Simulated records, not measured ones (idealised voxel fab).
Process module, titled voxel tone inversion
Each square cell in cross-section cut measures 5 nm, and the section as a whole is 250 nm wide.
Cross-section spec: square-cell grid; bands listed top down; each band is one or more rows.
The entry gives the band's vertical extent as a top height and a bottom height in nm, then its horizontal make-up as materials from left to right, each with a width in nm. "air" stands for empty space; a single material marked "all across" fills the band edge to edge.
A quick word on heights: they are counted from 0, and under that level the wafer as it came to us is one material throughout. The lowest band is different from the rest in having no bottom; it simply continues downward, written as in "top 0, no bottom".
You'd read "30..40" like this: the band's top row of cells is as wide as the first number, its bottom row is as wide as the second, and going down, every row changes width by the same amount as the row before did.
When a step is marked "no alteration", none of the cells in the cross-section changed during that step.
Entry "Closed internal cavities". Content: empty spaces with no open connection to the top, size 8 cells or greater. Each: width x height at distance. Distance: from left edge. Unit: nm.
What comes after the settings on a step's line is commentary from the simulator itself on that step.
overlay nm: right-of-plan distance of the mask on a masked step; negative values mean left-of-plan.
-- Planned process steps
- 1: RECEIVE, material Si
- 2: CONFORMAL_DEP, material SiN, thk nm 5
- 3: DIRECTIONAL_DEP, material polySi, thk nm 15
- 4: PATTERN, tone cover, mask id POSTS, material resist, width nm 15, pitch nm 45, thk nm 20, overlay nm 0
- 5: DIRECTIONAL_ETCH, etch materials polySi, depth nm 15
- 6: STRIP, etch materials resist
- 7: FILL_DEP, material SiO2, thk nm 5
- 8: CMP, height nm 20
- 9: STRIP, etch materials polySi
- 10: CONFORMAL_DEP, material TiN, thk nm 5
- 11: FILL_DEP, material Ru, thk nm 10
- 12: CMP, height nm 20
- 13: CONFORMAL_DEP, material SiN, thk nm 5
-- Cross-sectional view of the wafer in its as-received condition, corresponding to the state after step 1
> top 0, no bottom | Si all across
> Closed internal cavities: none
-- Cross-section taken at module completion on the first of two wafers; processed per the plan
> top 25, bottom 20 | SiN all across
> top 20, bottom 10 | 50 of SiO2 | 5 of TiN | 5 of Ru | 5 of TiN | 30 of SiO2 | 5 of TiN | 5 of Ru | 5 of TiN | 30 of SiO2 | 5 of TiN | 5 of Ru | 5 of TiN | 30 of SiO2 | 5 of TiN | 5 of Ru | 5 of TiN | 50 of SiO2
> top 10, bottom 5 | 50 of SiO2 | 15 of TiN | 30 of SiO2 | 15 of TiN | 30 of SiO2 | 15 of TiN | 30 of SiO2 | 15 of TiN | 50 of SiO2
> top 5, bottom 0 | SiN all across
> top 0, no bottom | Si all across
> Closed internal cavities: none
-- Wafer two, end of module, cross-section. Same start, same plan as wafer one. One mistake in the run
> top 25, bottom 20 | SiN all across
> top 20, bottom 10 | 55 of SiO2 | 5 of TiN | 5 of Ru | 5 of TiN | 30 of SiO2 | 5 of TiN | 5 of Ru | 5 of TiN | 30 of SiO2 | 5 of TiN | 5 of Ru | 5 of TiN | 30 of SiO2 | 5 of TiN | 5 of Ru | 5 of TiN | 45 of SiO2
> top 10, bottom 5 | 55 of SiO2 | 15 of TiN | 30 of SiO2 | 15 of TiN | 30 of SiO2 | 15 of TiN | 30 of SiO2 | 15 of TiN | 45 of SiO2
> top 5, bottom 0 | SiN all across
> top 0, no bottom | Si all across
> Closed internal cavities: none
Plan not followed: step 4 ran as: PATTERN, tone cover, mask id POSTS, material resist, width nm 15, pitch nm 45, thk nm 20, overlay nm 5
at the end the second wafer has, in cells: as many of each material as the first, in other places
